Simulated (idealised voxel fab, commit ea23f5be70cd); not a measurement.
process module | voxel lift off
cross-section cut | 295 nm wide | cells 5 nm
A cross-section is a grid of square cells, given in bands from the top down. A band is one or more rows of cells.
Each band's line starts with the height of the band's top and of its bottom, in nm. Then come its materials from left to right, each with its width in nm. One material with "throughout" fills the band from edge to edge. "air" is empty space.
Height 0 is the level under which the wafer as received is all one material. The lowest band goes on downwards, as in "0 down".
A width such as "30 to 40" changes by the same amount from each row of cells to the next, from the band's top row to its bottom row.
"no change" after a step means that no cell of the cross-section changed.
closed voids: empty space of 8 cells or more with no open way to the top, each as width x height at its distance from the left edge, in nm
after a step's settings: what the simulator itself notes on the step
overlay nm, on a step with a mask: how far to the right of its planned place the mask lay; to the left if negative
plan
1 op RECEIVE | material Si
2 op CONFORMAL_DEP | material SiO2 | thk nm 15
3 op PATTERN | tone open | mask id LINES | material resist | width nm 15 | pitch nm 35 | thk nm 25 | overlay nm 0
4 op DIRECTIONAL_DEP | material Ru | thk nm 15
5 op STRIP | etch materials resist
6 op CONFORMAL_DEP | material SiN | thk nm 5
as received, after step 1
  0 down: Si throughout
  closed voids: none
first wafer at the end, as planned
  35 to 30: air 80 | SiN 25 | air 10 | SiN 25 | air 10 | SiN 25 | air 10 | SiN 25 | air 85
  30 to 20: air 80 | SiN 5 | Ru 15 | SiN 5 | air 10 | SiN 5 | Ru 15 | SiN 5 | air 10 | SiN 5 | Ru 15 | SiN 5 | air 10 | SiN 5 | Ru 15 | SiN 5 | air 85
  20 to 15: SiN 85 | Ru 15 | SiN 20 | Ru 15 | SiN 20 | Ru 15 | SiN 20 | Ru 15 | SiN 90
  15 to 0: SiO2 throughout
  0 down: Si throughout
  closed voids: none
second wafer at the end: like start, like plan, one mistake
  30 to 25: air 80 | SiN 25 | air 10 | SiN 25 | air 10 | SiN 25 | air 10 | SiN 25 | air 85
  25 to 20: air 80 | SiN 5 | Ru 15 | SiN 5 | air 10 | SiN 5 | Ru 15 | SiN 5 | air 10 | SiN 5 | Ru 15 | SiN 5 | air 10 | SiN 5 | Ru 15 | SiN 5 | air 85
  20 to 15: SiN 85 | Ru 15 | SiN 20 | Ru 15 | SiN 20 | Ru 15 | SiN 20 | Ru 15 | SiN 90
  15 to 0: SiO2 throughout
  0 down: Si throughout
  closed voids: none
what went wrong: step 4 ran as: op DIRECTIONAL_DEP | material Ru | thk nm 10
at the end the second wafer has, in cells: 12 fewer of Ru | 8 fewer of SiN
